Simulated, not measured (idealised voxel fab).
The following is a process module called voxel capacitor over wiring.
Section shown: cut. Width: 155 nm. Cell size: 5 nm, square.
This document writes a cross-section as a grid whose cells are square, and gives it as bands, listed from the top down; one or more rows of cells form a band.
Within each band entry, the heights of the top and of the bottom of the band appear first, in that order and in nm; the materials of the band then follow from left to right, each with its corresponding width in nm. The designation "edge to edge" on a single material indicates that it fills the band from edge to edge; the designation "blank" indicates empty space.
Convention: height 0 is the level below which the wafer, as received, is all one material. The lowest band does not terminate at the bottom but continues downward, represented as "0 -> down".
With a width like "30 to 40", each row of cells in the band differs from the next by the same amount, the top row carrying the first number and the bottom row the second.
"identical to before" (step): cross-section cells unchanged, all of them.
Each empty space that has no open way to the top and spans at least 8 cells appears under "Enclosed void entries" as width x height at distance, the distance counted from the left edge, all in nm.
Heads up: the bit after the settings on a step's line is the simulator's remark on that step.
overlay nm: for a step with a mask, the amount by which the mask lay right of where it was planned; a negative amount means left of it.
## Steps in the process plan
step 1: RECEIVE, material Si
step 2: CONFORMAL_DEP, material SiO2, thk nm 15
step 3: CONFORMAL_DEP, material SiCN, thk nm 5
step 4: DIRECTIONAL_DEP, material SiO2, thk nm 15
step 5: PATTERN, tone open, mask id METAL_1, material resist, width nm 25, pitch nm 90, thk nm 20, overlay nm 0
step 6: DIRECTIONAL_ETCH, etch materials SiO2, depth nm 15
step 7: DIRECTIONAL_ETCH, etch materials SiCN, depth nm 5
step 8: STRIP, etch materials resist
step 9: CONFORMAL_DEP, material TiN, thk nm 5
step 10: FILL_DEP, material Ru, thk nm 10
step 11: CMP, height nm 35
step 12: CONFORMAL_DEP, material SiCN, thk nm 5
step 13: DIRECTIONAL_DEP, material SiO2, thk nm 15
step 14: DIRECTIONAL_DEP, material aC, thk nm 10
step 15: PATTERN, tone open, mask id PLUG_1, material resist, width nm 15, thk nm 25, overlay nm 0
step 16: DIRECTIONAL_ETCH, etch materials aC, depth nm 10
step 17: STRIP, etch materials resist
step 18: DIRECTIONAL_ETCH, etch materials SiO2, depth nm 15
step 19: DIRECTIONAL_ETCH, etch materials SiCN, depth nm 5
step 20: STRIP, etch materials aC
step 21: EPI, material Ru, thk nm 10
step 22: EPI, material Ru, thk nm 10
step 23: DIRECTIONAL_DEP, material TiN, thk nm 10
step 24: DIRECTIONAL_DEP, material HfO2, thk nm 5
step 25: DIRECTIONAL_DEP, material TiN, thk nm 5
step 26: PATTERN, tone cover, mask id UPPER_PLATE, material resist, width nm 70, thk nm 15, overlay nm 0
step 27: DIRECTIONAL_ETCH, etch materials TiN, depth nm 5
step 28: DIRECTIONAL_ETCH, etch materials HfO2, depth nm 5
step 29: STRIP, etch materials resist
step 30: PATTERN, tone cover, mask id LOWER_PLATE, material resist, width nm 80, thk nm 20, overlay nm 0
step 31: DIRECTIONAL_ETCH, etch materials TiN, depth nm 10
step 32: STRIP, etch materials resist
step 33: FILL_DEP, material SiO2, thk nm 20
step 34: CMP, height nm 90
step 35: PATTERN, tone open, mask id PLUG_2, material resist, width nm 15, thk nm 20, overlay nm 0
step 36: DIRECTIONAL_ETCH, etch materials SiO2, depth nm 15
step 37: STRIP, etch materials resist
step 38: CONFORMAL_DEP, material TiN, thk nm 5
step 39: FILL_DEP, material Ru, thk nm 10
step 40: CMP, height nm 90
step 41: CONFORMAL_DEP, material SiCN, thk nm 5
## Cross-section of the wafer as it came to us, i.e., already through step 1
    0 -> down  Si edge to edge
    Enclosed void entries: none
## Figure: cross-sectional view of the wafer upon completion of the module, processed from the initial state and according to the plan depicted above, with one error introduced during execution
    95 -> 90  SiCN edge to edge
    90 -> 80  SiO2=40, then TiN=5, then Ru=5, then TiN=5, then SiO2=100
    80 -> 70  SiO2=40 to 45, then TiN=15 to 55, then SiO2=100 to 55
    70 -> 65  SiO2=30, then TiN=15, then HfO2=55, then SiO2=55
    65 -> 60  SiO2=25, then TiN=5, then HfO2=15, then TiN=60, then SiO2=50
    60 -> 55  SiO2=25, then TiN=80, then SiO2=50
    55 -> 50  SiCN=30, then TiN=15, then SiCN=110
    50 -> 35  SiO2 edge to edge
    35 -> 20  SiO2=20, then TiN=5, then Ru=15, then TiN=5, then SiO2=65, then TiN=5, then Ru=15, then TiN=5, then SiO2=20
    20 -> 15  SiCN=20, then TiN=25, then SiCN=65, then TiN=25, then SiCN=20
    15 -> 0  SiO2 edge to edge
    0 -> down  Si edge to edge
    Enclosed void entries: none
It is concluded that the wafer was processed incorrectly with respect to the plan, in that so 12 and 13 got swapped relative to the plan, each ran where the other was supposed to
